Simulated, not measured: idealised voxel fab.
This section sets out a process module, namely voxel self aligned contacts.
Section cut is 170 nm wide and gridded with 5 nm square cells.
We lay out every cross-section as a grid of square cells and spell it out in bands from the top down, where one band means one or more rows of cells. Each band's line starts with the height of the band's top and of its bottom, in nm. Then come its materials from left to right, each with its width in nm. One material with "full width" fills the band from edge to edge. "blank" is empty space. Measure heights from 0. That's the level where, below it, the as-received wafer is all one material. The lowest band is bottomless and extends downward; write it as in "0 -> down". So if you see something like "30 to 40" for the width, read it as the top row of the band sitting at the first number and the bottom row at the second, with every row in between moving by the same amount as the last. "no change occurred" for a step: no cell of the cross-section changed in that step. In the "Fully enclosed voids" entry, you get each enclosed empty space of 8 cells or more, one with no open way to the top, written width x height at distance, distance from the left edge, in nm. Post-settings text on a step line: simulator's own remark regarding the step. The line of a step may include "overlay nm". On a step with a mask, this value is how far to the right of its planned place the mask lay. A negative value means the mask lay to the left.

Process steps foreseen in the plan
1: RECEIVE, material Si
2: CONFORMAL_DEP, material SiO2, thk nm 5
3: DIRECTIONAL_DEP, material polySi, thk nm 30
4: DIRECTIONAL_DEP, material SiN, thk nm 15
5: DIRECTIONAL_DEP, material aC, thk nm 10
6: PATTERN, tone cover, mask id GATE, material resist, width nm 25, pitch nm 55, thk nm 30, overlay nm 0
7: DIRECTIONAL_ETCH, etch materials aC, depth nm 10
8: STRIP, etch materials resist
9: DIRECTIONAL_ETCH, etch materials SiN, depth nm 15
10: DIRECTIONAL_ETCH, etch materials polySi, depth nm 30
11: STRIP, etch materials aC
12: CONFORMAL_DEP, material SiN, thk nm 5
13: DIRECTIONAL_ETCH, etch materials SiN, depth nm 5
14: FILL_DEP, material SiO2, thk nm 20
15: CMP, height nm 60
16: MASKED_ETCH, tone open, mask id CONTACT, width nm 40, pitch nm 55, etch materials SiO2, depth nm 60, overlay nm 0
17: CONFORMAL_DEP, material TiN, thk nm 5
18: FILL_DEP, material W, thk nm 10
19: CMP, height nm 60
20: CONFORMAL_DEP, material SiCN, thk nm 5

Incoming wafer in cross-section (state: after step 1)
* 0 -> down  Si full width
* Fully enclosed voids: none

Cross-section taken at module completion on the first of two wafers; processed per the plan
* 65 -> 60  SiCN full width
* 60 -> 50  SiO2: 35 | TiN: 5 to 15 | W: 30 to 10 | TiN: 5 to 15 | SiO2: 15 | TiN: 5 to 15 | W: 30 to 10 | TiN: 5 to 15 | SiO2: 40
* 50 -> 35  SiO2: 10 | SiN: 35 | TiN: 5 | W: 10 | TiN: 5 | SiN: 35 | TiN: 5 | W: 10 | TiN: 5 | SiN: 35 | SiO2: 15
* 35 -> 5  SiO2: 10 | SiN: 5 | polySi: 25 | SiN: 5 | TiN: 5 | W: 10 | TiN: 5 | SiN: 5 | polySi: 25 | SiN: 5 | TiN: 5 | W: 10 | TiN: 5 | SiN: 5 | polySi: 25 | SiN: 5 | SiO2: 15
* 5 -> 0  SiO2: 45 | TiN: 20 | SiO2: 35 | TiN: 20 | SiO2: 50
* 0 -> down  Si full width
* Fully enclosed voids: none

Presented here is a cross-section of the second of the two wafers as it stood at the end of the module. It was started in the same manner and assigned the same plan as the first wafer; however, one mistake was made in its execution
* 65 -> 60  SiCN full width
* 60 -> 50  SiO2: 35 | TiN: 5 to 15 | W: 30 to 15 | TiN: 5 to 10 | SiO2: 15 | TiN: 5 to 15 | W: 30 to 15 | TiN: 5 to 10 | SiO2: 40
* 50 -> 35  SiO2: 15 | SiN: 30 | TiN: 5 | W: 15 | TiN: 5 | SiN: 30 | TiN: 5 | W: 15 | TiN: 5 | SiN: 30 | SiO2: 15
* 35 -> 5  SiO2: 15 | SiN: 5 | polySi: 20 | SiN: 5 | TiN: 5 | W: 15 | TiN: 5 | SiN: 5 | polySi: 20 | SiN: 5 | TiN: 5 | W: 15 | TiN: 5 | SiN: 5 | polySi: 20 | SiN: 5 | SiO2: 15
* 5 -> 0  SiO2: 45 | TiN: 25 | SiO2: 30 | TiN: 25 | SiO2: 45
* 0 -> down  Si full width
* Fully enclosed voids: none
The mistake made against the process plan was this: in deviation from the planned setting, step 6 was conducted as PATTERN, tone cover, mask id GATE, material resist, width nm 20, pitch nm 55, thk nm 30, overlay nm 0
Counted in cells at the end, the second wafer holds more or fewer of these materials than the first: -9 SiN | +7 SiO2 | +20 W | -18 polySi
